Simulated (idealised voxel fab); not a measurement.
The name of this process module is voxel gate over fins.
cross-section cut | 220 nm wide | cells 5 nm
Reading order for cross-sections: top band down to bottom band. Underlying form: a grid of square cells. Band size: one or more rows of cells.
Heads up on the band format: heights come first, top then bottom, in nm. After that it's the materials left to right, each with its width in nm. A single material flagged "all across" fills the whole band edge to edge, and "air" means there's empty space there.
Heights from 0 (as-received wafer is one material below). Bottom band endless downward, as "z 0 and below".
The width entry "30 to 40" should be interpreted row by row: the top row of cells in the band takes the first number, the bottom row takes the second number, and the change between adjacent rows is uniform throughout.
Step note "everything unchanged" = no cross-section cell changed.
Reported under the label "Sealed void inventory" are the empty spaces having no open way to the top and comprising 8 cells or more; the notation for each is width x height at distance, in which the distance is measured from the left edge and all three values are in nm.
That trailing text on a step's line, after the settings, is the simulator's own remark on the step.
overlay nm: for a step with a mask, the amount by which the mask lay right of where it was planned; a negative amount means left of it.
# Set out below are the planned steps of the process
step 1: RECEIVE [material Si]
step 2: CONFORMAL_DEP [material SiN] [thk nm 10]
step 3: DIRECTIONAL_DEP [material aC] [thk nm 5]
step 4: PATTERN [tone cover] [mask id FINS] [material resist] [width nm 15] [pitch nm 45] [thk nm 30] [overlay nm 0]
step 5: DIRECTIONAL_ETCH [etch materials aC] [depth nm 15]
step 6: STRIP [etch materials resist]
step 7: DIRECTIONAL_ETCH [etch materials SiN] [depth nm 10]
step 8: DIRECTIONAL_ETCH [etch materials Si] [depth nm 30]
step 9: STRIP [etch materials aC]
step 10: FILL_DEP [material SiO2] [thk nm 5]
step 11: CMP [height nm 10]
step 12: SELECTIVE_ETCH [etch materials SiO2] [depth nm 20]
step 13: STRIP [etch materials SiN]
step 14: CONFORMAL_DEP [material HfO2] [thk nm 5]
step 15: CONFORMAL_DEP [material TiN] [thk nm 5]
step 16: FILL_DEP [material W] [thk nm 10]
step 17: CMP [height nm 15]
step 18: CONFORMAL_DEP [material SiCN] [thk nm 10]
The plan's step 3 thk nm is the first wafer's value; the wafers differ in this setting and start identical.
# The first of several wafers in cross-section, exactly as it reached us after step 1
- z 0 and below = Si all across
- Sealed void inventory: none
# First wafer of several, cross-section, module end, after step 18 (last)
- z 25 to 15 = SiCN all across
- z 15 to 10 = W all across
- z 10 to 5 = 45 nm W; 35 nm TiN; 10 nm W; 35 nm TiN; 10 nm W; 35 nm TiN; 50 nm W
- z 5 to 0 = 45 nm W; 5 nm TiN; 25 nm HfO2; 5 nm TiN; 10 nm W; 5 nm TiN; 25 nm HfO2; 5 nm TiN; 10 nm W; 5 nm TiN; 25 nm HfO2; 5 nm TiN; 50 nm W
- z 0 to -5 = 50 nm TiN; 5 nm HfO2; 15 nm Si; 5 nm HfO2; 20 nm TiN; 5 nm HfO2; 15 nm Si; 5 nm HfO2; 20 nm TiN; 5 nm HfO2; 15 nm Si; 5 nm HfO2; 55 nm TiN
- z -5 to -10 = 55 nm HfO2; 15 nm Si; 30 nm HfO2; 15 nm Si; 30 nm HfO2; 15 nm Si; 60 nm HfO2
- z -10 to -30 = 55 nm SiO2; 15 nm Si; 30 nm SiO2; 15 nm Si; 30 nm SiO2; 15 nm Si; 60 nm SiO2
- z -30 and below = Si all across
- Sealed void inventory: none
# Cross-section of the final wafer among several, taken at the end of the module
- z 25 to 15 = SiCN all across
- z 15 to 10 = W all across
- z 10 to 5 = TiN all across
- z 5 to 0 = HfO2 all across
- z 0 and below = Si all across
- Sealed void inventory: none
# Row per wafer, end-of-module: cell gain (+)/loss (-) by material since the wafer came in, then closed voids
thk nm 5, +56 HfO2, -210 Si, +88 SiCN, +140 SiO2, +56 TiN, +90 W, Sealed void inventory: none
thk nm 10, +56 HfO2, -210 Si, +88 SiCN, +140 SiO2, +56 TiN, +90 W, Sealed void inventory: none
thk nm 15, +56 HfO2, -210 Si, +88 SiCN, +140 SiO2, +56 TiN, +90 W, Sealed void inventory: none
thk nm 20, +44 HfO2, +88 SiCN, +44 TiN, +44 W, Sealed void inventory: none
thk nm 25, +44 HfO2, +88 SiCN, +44 TiN, +44 W, Sealed void inventory: none
thk nm 30, +44 HfO2, +88 SiCN, +44 TiN, +44 W, Sealed void inventory: none
